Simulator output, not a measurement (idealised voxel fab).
Proc. module: voxel tone inversion
The width of the displayed cross-section, cut, is 160 nm; its cells are square, with a size of 5 nm.
How to read a cross-section here: the picture is a grid of square cells, written as bands going from the top down, and any band can span one or more rows of cells.
It is stipulated that each band's entry specify, in nanometres, the height of the top of the band and then that of its bottom, followed by the materials of the band in left-to-right sequence, each together with its width in nanometres. A single material marked by the word "edge to edge" is understood to fill the band from edge to edge; the word "air" is understood to denote empty space.
Where do heights start? At 0: under that level the wafer as delivered is made of one material only. And the lowest band has no floor; it just carries on downward, as in "0..down".
Quick explanation for "30->40": the width changes in equal steps down the rows of cells, from the first number in the band's top row to the second number in its bottom row.
Any step labelled "remained the same" changed none of the cells in the cross-section.
Entry "Voids, sealed". Content: empty spaces with no open connection to the top, size 8 cells or greater. Each: width x height at distance. Distance: from left edge. Unit: nm.
The remark found on a step's line after its settings is issued by the simulator itself and pertains to that step.
What "overlay nm" on a step's line means: if the step has a mask, that mask lay this far to the right of its planned place, or, when the value is negative, to the left.

**The following list gives the planned process steps**
1: RECEIVE,material Si
2: CONFORMAL_DEP,material SiCN,thk nm 5
3: DIRECTIONAL_DEP,material aC,thk nm 25
4: PATTERN,tone cover,mask id POSTS,material resist,width nm 25,pitch nm 40,thk nm 30,overlay nm 0
5: DIRECTIONAL_ETCH,etch materials aC,depth nm 25
6: STRIP,etch materials resist
7: FILL_DEP,material SiO2,thk nm 5
8: CMP,height nm 30
9: STRIP,etch materials aC

**as received, after step 1**
  0..down | Si edge to edge
  Voids, sealed: none

**Starting wafer: above. Plan: above. Run: one mistake. Cross-section after the module: below**
  30..25 | SiO2 edge to edge
  25..0 | SiO2=25; aC=25; SiO2=15; aC=25; SiO2=15; aC=25; SiO2=30
  0..down | Si edge to edge
  Voids, sealed: none
Diagnosis: step 2 was dropped from the plan's execution and never run
